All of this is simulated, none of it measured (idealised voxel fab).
Process module, titled voxel ribs on slabs
Square cell edge 5 nm, section width 255 nm, ID cut.
If you're reading a cross-section in this doc, picture square cells in a grid; it comes to you as bands, top ones listed first down to the bottom, and a band can be one or more rows of cells. In this notation a band is specified by the heights of its top and bottom, in that order and in nm, after which its materials appear from left to right, each paired with its width in nm. The word "edge to edge" attached to a single material means that material fills the band from edge to edge; the word "blank" stands for empty space. Heights are expressed relative to 0, this being the level below which the as-received wafer comprises one material exclusively. The lowest band is unbounded in the downward direction and is denoted as in "from 0 down". When a width is written as two numbers, as in "30 to 40", the first number is the width in the top row of cells of the band and the second is the width in its bottom row, and the width changes by the same amount from each row to the next. "nothing got changed" for a step: no cell of the cross-section changed in that step. So "Enclosed empty spaces" is basically the list of trapped voids: any empty space of 8 cells or more that can't reach the top through an opening. They're written width x height at distance, the distance being from the left edge, and it's all nm. If you see something after the settings on a step's line, that's the simulator's own remark about that step. "overlay nm" on a masked step: distance the mask lay right of its planned place, negative for left.

-- So here's the lineup of process steps we planned
1 RECEIVE, material Si
2 DIRECTIONAL_DEP, material SiO2, thk nm 25
3 DIRECTIONAL_DEP, material polySi, thk nm 15
4 MASKED_ETCH, tone cover, mask id RIB, width nm 30, etch materials polySi, depth nm 5, overlay nm 0
5 DIRECTIONAL_DEP, material aC, thk nm 10
6 PATTERN, tone cover, mask id SLAB, material resist, width nm 70, thk nm 30, overlay nm 0
7 DIRECTIONAL_ETCH, etch materials aC, depth nm 10
8 STRIP, etch materials resist
9 DIRECTIONAL_ETCH, etch materials polySi, depth nm 10
10 STRIP, etch materials aC
11 FILL_DEP, material SiO2, thk nm 30
12 CMP, height nm 60
13 DIRECTIONAL_DEP, material TiN, thk nm 10
14 MASKED_ETCH, tone cover, mask id HEATER, width nm 40, etch materials TiN, depth nm 10, overlay nm 0
15 CONFORMAL_DEP, material SiO2, thk nm 5

-- First of the two wafers, run per plan

-- Shown in cross-section is the wafer as received, that is, as it stands after step 1
from 0 down  Si edge to edge
Enclosed empty spaces: none

-- Wafer after step 2 (cross-section)
from 25 to 0  SiO2 edge to edge
Beneath the level 0, the cross-section is identical to its previous state.

-- Wafer after step 3 (cross-section)
from 40 to 25  polySi edge to edge
Beneath the level 25, the cross-section is identical to its previous state.

-- Wafer after step 4 (cross-section)
from 40 to 35  110 of blank; 30 of polySi; 115 of blank
Beneath the level 35, the cross-section is identical to its previous state.

-- Wafer after step 5 (cross-section)
from 50 to 45  110 of blank; 30 of aC; 115 of blank
from 45 to 40  aC edge to edge
from 40 to 35  110 of aC; 30 of polySi; 115 of aC
Beneath the level 35, the cross-section is identical to its previous state.

-- Wafer after step 6 (cross-section)
from 80 to 50  90 of blank; 70 of resist; 95 of blank
from 50 to 45  90 of blank; 20 of resist; 30 of aC; 20 of resist; 95 of blank
Beneath the level 45, the cross-section is identical to its previous state.

-- Wafer after step 7 (cross-section)
from 70 to 50  90 of blank; 70 of resist; 95 of blank
from 50 to 45  90 of blank; 20 of resist; 30 of aC; 20 of resist; 95 of blank
from 45 to 40  90 of blank; 70 of aC; 95 of blank
from 40 to 35  90 of blank; 20 of aC; 30 of polySi; 20 of aC; 95 of blank
Beneath the level 35, the cross-section is identical to its previous state.

-- Wafer after step 8 (cross-section)
from 50 to 40  110 to 90 of blank; 30 to 70 of aC; 115 to 95 of blank
Beneath the level 40, the cross-section is identical to its previous state.

-- Wafer after step 9 (cross-section)
from 50 to 40  110 to 90 of blank; 30 to 70 of aC; 115 to 95 of blank
from 40 to 35  90 of blank; 20 of aC; 30 of polySi; 20 of aC; 95 of blank
from 35 to 25  90 of blank; 70 of polySi; 95 of blank
Beneath the level 25, the cross-section is identical to its previous state.

-- Wafer after step 10 (cross-section)
from 40 to 35  110 of blank; 30 of polySi; 115 of blank
Beneath the level 35, the cross-section is identical to its previous state.

-- Wafer after step 11 (cross-section)
from 70 to 40  SiO2 edge to edge
from 40 to 35  110 of SiO2; 30 of polySi; 115 of SiO2
from 35 to 25  90 of SiO2; 70 of polySi; 95 of SiO2
Beneath the level 25, the cross-section is identical to its previous state.

-- Wafer after step 12 (cross-section)
from 60 to 40  SiO2 edge to edge
Beneath the level 40, the cross-section is identical to its previous state.

-- Wafer after step 13 (cross-section)
from 70 to 60  TiN edge to edge
Beneath the level 60, the cross-section is identical to its previous state.

-- Wafer after step 14 (cross-section)
from 70 to 60  105 of blank; 40 of TiN; 110 of blank
Beneath the level 60, the cross-section is identical to its previous state.

-- Wafer after step 15 (cross-section)
from 75 to 70  100 of blank; 50 of SiO2; 105 of blank
from 70 to 65  100 of blank; 5 of SiO2; 40 of TiN; 5 of SiO2; 105 of blank
from 65 to 60  105 of SiO2; 40 of TiN; 110 of SiO2
Beneath the level 60, the cross-section is identical to its previous state.

-- Second wafer, same starting state and plan as the first, one mistake in the run, identical through step 1

-- Second wafer: cross-section at the scheduled end of step 2
from 25 to 0  polySi edge to edge
Beneath the level 0, the cross-section is identical to its previous state.

-- Second wafer: cross-section at the scheduled end of step 3
from 40 to 0  polySi edge to edge
Beneath the level 0, the cross-section is identical to its previous state.

-- Second wafer: cross-section at the scheduled end of step 4
from 40 to 35  110 of blank; 30 of polySi; 115 of blank
Beneath the level 35, the cross-section is identical to its previous state.

-- Second wafer: cross-section at the scheduled end of step 5
from 50 to 45  110 of blank; 30 of aC; 115 of blank
from 45 to 40  aC edge to edge
from 40 to 35  110 of aC; 30 of polySi; 115 of aC
Beneath the level 35, the cross-section is identical to its previous state.

-- Second wafer: cross-section at the scheduled end of step 6
from 80 to 50  90 of blank; 70 of resist; 95 of blank
from 50 to 45  90 of blank; 20 of resist; 30 of aC; 20 of resist; 95 of blank
Beneath the level 45, the cross-section is identical to its previous state.

-- Second wafer: cross-section at the scheduled end of step 7
from 70 to 50  90 of blank; 70 of resist; 95 of blank
from 50 to 45  90 of blank; 20 of resist; 30 of aC; 20 of resist; 95 of blank
from 45 to 40  90 of blank; 70 of aC; 95 of blank
from 40 to 35  90 of blank; 20 of aC; 30 of polySi; 20 of aC; 95 of blank
Beneath the level 35, the cross-section is identical to its previous state.

-- Second wafer: cross-section at the scheduled end of step 8
from 50 to 40  110 to 90 of blank; 30 to 70 of aC; 115 to 95 of blank
Beneath the level 40, the cross-section is identical to its previous state.

-- Second wafer: cross-section at the scheduled end of step 9
from 50 to 40  110 to 90 of blank; 30 to 70 of aC; 115 to 95 of blank
from 40 to 35  90 of blank; 20 of aC; 30 of polySi; 20 of aC; 95 of blank
from 35 to 25  90 of blank; 70 of polySi; 95 of blank
Beneath the level 25, the cross-section is identical to its previous state.

-- Second wafer: cross-section at the scheduled end of step 10
from 40 to 35  110 of blank; 30 of polySi; 115 of blank
Beneath the level 35, the cross-section is identical to its previous state.

-- Second wafer: cross-section at the scheduled end of step 11
from 70 to 40  SiO2 edge to edge
from 40 to 35  110 of SiO2; 30 of polySi; 115 of SiO2
from 35 to 25  90 of SiO2; 70 of polySi; 95 of SiO2
Beneath the level 25, the cross-section is identical to its previous state.

-- Second wafer: cross-section at the scheduled end of step 12
from 60 to 40  SiO2 edge to edge
Beneath the level 40, the cross-section is identical to its previous state.

-- Second wafer: cross-section at the scheduled end of step 13
from 70 to 60  TiN edge to edge
Beneath the level 60, the cross-section is identical to its previous state.

-- Second wafer: cross-section at the scheduled end of step 14
from 70 to 60  105 of blank; 40 of TiN; 110 of blank
Beneath the level 60, the cross-section is identical to its previous state.

-- Second wafer: cross-section at the scheduled end of step 15
from 75 to 70  100 of blank; 50 of SiO2; 105 of blank
from 70 to 65  100 of blank; 5 of SiO2; 40 of TiN; 5 of SiO2; 105 of blank
from 65 to 60  105 of SiO2; 40 of TiN; 110 of SiO2
Beneath the level 60, the cross-section is identical to its previous state.
Processing error: step 2, actual vs plan mismatch, actual run DIRECTIONAL_DEP, material polySi, thk nm 25
Count the cells at the end and the second wafer has more or fewer of some materials than the first: 255 fewer of SiO2, 255 more of polySi
